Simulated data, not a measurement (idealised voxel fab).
process module | voxel gate over fins
cross-section cut | 225 nm wide | cells 5 nm
A cross-section is a grid of square cells, given in bands from the top down. A band is one or more rows of cells.
Each band's line starts with the height of the band's top and of its bottom, in nm. Then come its materials from left to right, each with its width in nm. One material with "throughout" fills the band from edge to edge. "air" is empty space.
Height 0 is the level under which the wafer as received is all one material. The lowest band goes on downwards, as in "0 down".
A width such as "30 to 40" changes by the same amount from each row of cells to the next, from the band's top row to its bottom row.
"no change" after a step means that no cell of the cross-section changed.
closed voids: empty space of 8 cells or more with no open way to the top, each as width x height at its distance from the left edge, in nm
after a step's settings: what the simulator itself notes on the step
overlay nm, on a step with a mask: how far to the right of its planned place the mask lay; to the left if negative
plan
1 op RECEIVE | material Si
2 op CONFORMAL_DEP | material SiN | thk nm 5
3 op DIRECTIONAL_DEP | material aC | thk nm 15
4 op PATTERN | tone cover | mask id FINS | material resist | width nm 15 | pitch nm 40 | thk nm 35 | overlay nm 0
5 op DIRECTIONAL_ETCH | etch materials aC | depth nm 15
6 op STRIP | etch materials resist
7 op DIRECTIONAL_ETCH | etch materials SiN | depth nm 5
8 op DIRECTIONAL_ETCH | etch materials Si | depth nm 35
9 op STRIP | etch materials aC
10 op OXIDIZE | depth nm 5
11 op FILL_DEP | material SiO2 | thk nm 15
12 op CMP | height nm 5
13 op SELECTIVE_ETCH | etch materials SiO2 | depth nm 15
14 op STRIP | etch materials SiN
15 op CONFORMAL_DEP | material HfO2 | thk nm 5
16 op CONFORMAL_DEP | material TiN | thk nm 5
17 op CONFORMAL_DEP | material TiAl | thk nm 5
18 op CONFORMAL_DEP | material TiN | thk nm 5
19 op FILL_DEP | material W | thk nm 10
20 op CMP | height nm 25
21 op CONFORMAL_DEP | material SiCN | thk nm 5
as received, after step 1
  0 down: Si throughout
  closed voids: none
first wafer at the end, as planned
  30 to 25: SiCN throughout
  25 to 20: W throughout
  20 to 15: W 30 | TiN 165 | W 30
  15 to 10: W 30 | TiN 5 | TiAl 35 | TiN 5 | TiAl 35 | TiN 5 | TiAl 35 | TiN 5 | TiAl 35 | TiN 5 | W 30
  10 to 5: TiN 35 | TiAl 5 | TiN 25 | TiAl 5 | TiN 5 | TiAl 5 | TiN 25 | TiAl 5 | TiN 5 | TiAl 5 | TiN 25 | TiAl 5 | TiN 5 | TiAl 5 | TiN 25 | TiAl 5 | TiN 35
  5 to 0: TiAl 40 | TiN 5 | HfO2 15 | TiN 5 | TiAl 15 | TiN 5 | HfO2 15 | TiN 5 | TiAl 15 | TiN 5 | HfO2 15 | TiN 5 | TiAl 15 | TiN 5 | HfO2 15 | TiN 5 | TiAl 40
  0 to -5: TiN 45 | HfO2 5 | Si 5 | HfO2 5 | TiN 25 | HfO2 5 | Si 5 | HfO2 5 | TiN 25 | HfO2 5 | Si 5 | HfO2 5 | TiN 25 | HfO2 5 | Si 5 | HfO2 5 | TiN 45
  -5 to -10: HfO2 50 | Si 5 | HfO2 35 | Si 5 | HfO2 35 | Si 5 | HfO2 35 | Si 5 | HfO2 50
  -10 to -40: SiO2 50 | Si 5 | SiO2 35 | Si 5 | SiO2 35 | Si 5 | SiO2 35 | Si 5 | SiO2 50
  -40 down: Si throughout
  closed voids: none
second wafer at the end: like start, like plan, one mistake
  30 to 25: SiCN throughout
  25 to 20: W throughout
  20 to 15: W 30 | TiN 165 | W 30
  15 to 10: W 30 | TiN 5 | TiAl 35 | TiN 5 | TiAl 35 | TiN 5 | TiAl 35 | TiN 5 | TiAl 35 | TiN 5 | W 30
  10 to 5: W 30 | TiN 5 | TiAl 5 | TiN 25 | TiAl 5 | TiN 5 | TiAl 5 | TiN 25 | TiAl 5 | TiN 5 | TiAl 5 | TiN 25 | TiAl 5 | TiN 5 | TiAl 5 | TiN 25 | TiAl 5 | TiN 5 | W 30
  5 to 0: W 30 | TiN 5 | TiAl 5 | TiN 5 | HfO2 15 | TiN 5 | TiAl 5 | TiN 5 | TiAl 5 | TiN 5 | HfO2 15 | TiN 5 | TiAl 5 | TiN 5 | TiAl 5 | TiN 5 | HfO2 15 | TiN 5 | TiAl 5 | TiN 5 | TiAl 5 | TiN 5 | HfO2 15 | TiN 5 | TiAl 5 | TiN 5 | W 30
  0 to -5: W 30 | TiN 5 | TiAl 5 | TiN 5 | HfO2 5 | Si 5 | HfO2 5 | TiN 5 | TiAl 5 | TiN 5 | TiAl 5 | TiN 5 | HfO2 5 | Si 5 | HfO2 5 | TiN 5 | TiAl 5 | TiN 5 | TiAl 5 | TiN 5 | HfO2 5 | Si 5 | HfO2 5 | TiN 5 | TiAl 5 | TiN 5 | TiAl 5 | TiN 5 | HfO2 5 | Si 5 | HfO2 5 | TiN 5 | TiAl 5 | TiN 5 | W 30
  -5 to -10: TiN 35 | TiAl 5 | TiN 5 | HfO2 5 | Si 5 | HfO2 5 | TiN 5 | TiAl 5 | TiN 5 | TiAl 5 | TiN 5 | HfO2 5 | Si 5 | HfO2 5 | TiN 5 | TiAl 5 | TiN 5 | TiAl 5 | TiN 5 | HfO2 5 | Si 5 | HfO2 5 | TiN 5 | TiAl 5 | TiN 5 | TiAl 5 | TiN 5 | HfO2 5 | Si 5 | HfO2 5 | TiN 5 | TiAl 5 | TiN 35
  -10 to -15: TiAl 40 | TiN 5 | HfO2 5 | Si 5 | HfO2 5 | TiN 5 | TiAl 15 | TiN 5 | HfO2 5 | Si 5 | HfO2 5 | TiN 5 | TiAl 15 | TiN 5 | HfO2 5 | Si 5 | HfO2 5 | TiN 5 | TiAl 15 | TiN 5 | HfO2 5 | Si 5 | HfO2 5 | TiN 5 | TiAl 40
  -15 to -20: TiN 45 | HfO2 5 | Si 5 | HfO2 5 | TiN 25 | HfO2 5 | Si 5 | HfO2 5 | TiN 25 | HfO2 5 | Si 5 | HfO2 5 | TiN 25 | HfO2 5 | Si 5 | HfO2 5 | TiN 45
  -20 to -25: HfO2 50 | Si 5 | HfO2 35 | Si 5 | HfO2 35 | Si 5 | HfO2 35 | Si 5 | HfO2 50
  -25 to -40: SiO2 50 | Si 5 | SiO2 35 | Si 5 | SiO2 35 | Si 5 | SiO2 35 | Si 5 | SiO2 50
  -40 down: Si throughout
  closed voids: none
what went wrong: step 13 was run twice
at the end the second wafer has, in cells: 24 more of HfO2 | 123 fewer of SiO2 | 24 more of TiAl | 39 more of TiN | 36 more of W
